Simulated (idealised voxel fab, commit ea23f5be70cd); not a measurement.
The document below concerns the process module designated voxel double patterning.
The cross-section shown here is cut; it is 290 nm wide and divided into square cells measuring 5 nm on a side.
Each cross-section below is a grid of square cells, stated as bands in top-down order, with one or more rows of cells making up each band. Quick guide to a band line: top height, bottom height (nm) up front; then every material left to right with its width in nm. Only one material and it's marked "all across"? Then it fills the band edge to edge. And "blank" just means empty space. Ref level 0: as-received wafer is one material below here. Bottom band extends down with no lower bound ("top 0, no bottom"). Width spec "30 to 40" -> top row of cells at first value, bottom row at second value, equal per-row change in between. For the purposes of this document, the phrase "remained unchanged" attached to a step denotes that no cell within the cross-section was modified by that step. Enclosed voids (no open way to top), threshold 8 cells or more, entry "Fully sealed cavities", notation width x height at distance, distance from left edge, nm. Post-settings text on a step line: simulator's own remark regarding the step. overlay nm, on a step with a mask: how far to the right of its planned place the mask lay; to the left if negative.

Planned step list for the process
1 RECEIVE (material Si)
2 CONFORMAL_DEP (material SiN; thk nm 5)
3 DIRECTIONAL_DEP (material SiO2; thk nm 15)
4 DIRECTIONAL_DEP (material SiCN; thk nm 5)
5 DIRECTIONAL_DEP (material aC; thk nm 10)
6 PATTERN (tone open; mask id FIRST; material resist; width nm 15; pitch nm 50; thk nm 30; overlay nm 0)
7 DIRECTIONAL_ETCH (etch materials aC; depth nm 10)
8 STRIP (etch materials resist)
9 DIRECTIONAL_ETCH (etch materials SiCN; depth nm 5)
10 STRIP (etch materials aC)
11 PATTERN (tone open; mask id SECOND; material resist; width nm 15; thk nm 20; overlay nm 0)
12 DIRECTIONAL_ETCH (etch materials SiCN; depth nm 5)
13 STRIP (etch materials resist)
14 DIRECTIONAL_ETCH (etch materials SiO2; depth nm 15)
15 STRIP (etch materials SiCN)

Incoming wafer in cross-section (state: after step 1)
* top 0, no bottom: Si all across
* Fully sealed cavities: none

The following cross-section depicts the wafer upon conclusion of the module. Processing commenced from the starting condition illustrated above and adhered to the plan illustrated above, save for one mistake in execution
* top 20, bottom 5: SiO2: 110 | blank: 20 | SiO2: 5 | blank: 15 | SiO2: 10 | blank: 20 | SiO2: 110
* top 5, bottom 0: SiN all across
* top 0, no bottom: Si all across
* Fully sealed cavities: none
Where did the run depart from the plan? step 6 did not happen as planned, as run it was PATTERN (tone open; mask id FIRST; material resist; width nm 20; pitch nm 50; thk nm 30; overlay nm 0)
